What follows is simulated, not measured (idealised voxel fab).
A process module follows: voxel self aligned contacts.
Pictured: cross-section cut, 295 nm wide, on a grid of 5 nm square cells.
Cross-section, as written here: a square-cell grid given band by band from the top down, where a band holds one or more rows of cells.
This entry defines a band. It first specifies the height of the band's top and the height of its bottom in nm, and then specifies the band's materials from left to right, stating each material with its width in nm. The word "edge to edge" identifies a single material that fills the band from edge to edge, while the word "empty" identifies empty space.
The level at which height equals 0 is the one under which the wafer, as it arrives, is entirely one material. No lower edge exists for the bottom band, which continues downward and is notated as in "z 0 and below".
Think of "30..40" as a width that walks from the first number to the second as you go down the band, top row to bottom row, taking equal-sized steps from row to row.
Where a step carries "no modification", the cross-section came out of it unchanged, cell for cell.
If an empty space has no open way to the top and is at least 8 cells in size, "Closed void table" lists it, written width x height at distance, where distance is measured from the left edge and every value is in nm.
Step line, after settings: the simulator's comment on this step.
overlay nm: right-of-plan distance of the mask on a masked step; negative values mean left-of-plan.
### plan
1: op RECEIVE | material Si
2: op CONFORMAL_DEP | material SiO2 | thk nm 5
3: op DIRECTIONAL_DEP | material polySi | thk nm 30
4: op DIRECTIONAL_DEP | material SiN | thk nm 25
5: op MASKED_ETCH | tone cover | mask id GATE | width nm 30 | pitch nm 75 | etch materials SiN | depth nm 25 | overlay nm 0
6: op MASKED_ETCH | tone cover | mask id GATE | width nm 20 | pitch nm 75 | etch materials polySi | depth nm 30 | overlay nm 0
7: op CONFORMAL_DEP | material SiN | thk nm 10
8: op DIRECTIONAL_ETCH | etch materials SiN | depth nm 10
9: op FILL_DEP | material SiO2 | thk nm 15
10: op CMP | height nm 65
11: op PATTERN | tone open | mask id CONTACT | material resist | width nm 55 | pitch nm 75 | thk nm 15 | overlay nm 0
12: op DIRECTIONAL_ETCH | etch materials SiO2 | depth nm 65
13: op STRIP | etch materials resist
14: op CONFORMAL_DEP | material TiN | thk nm 5
15: op FILL_DEP | material W | thk nm 10
16: op CMP | height nm 65
17: op CONFORMAL_DEP | material SiCN | thk nm 5
The value of width nm given for step 6 in the plan refers to the first wafer; the wafers vary in this setting and are alike at the start.
### Cross-section of the first of several received wafers, showing its state after step 1
	z 0 and below: Si edge to edge
	Closed void table: none
### For your reference, the table is organized with a row per wafer; each row reflects the wafer at the end of the module, indicating for each material the cells gained (+) or lost (-) since receipt, and thereafter its closed voids
width nm 20, +59 SiCN, +222 SiN, +295 SiO2, +70 TiN, +72 W, +108 polySi, Closed void table: none
width nm 25, +59 SiCN, +222 SiN, +295 SiO2, +70 TiN, +72 W, +108 polySi, Closed void table: none
width nm 30, +59 SiCN, +222 SiN, +295 SiO2, +70 TiN, +72 W, +108 polySi, Closed void table: none
width nm 35, +59 SiCN, +222 SiN, +291 SiO2, +70 TiN, +58 W, +126 polySi, Closed void table: none
width nm 40, +59 SiCN, +222 SiN, +287 SiO2, +70 TiN, +44 W, +144 polySi, Closed void table: none
width nm 45, +59 SiCN, +222 SiN, +283 SiO2, +70 TiN, +30 W, +162 polySi, Closed void table: none
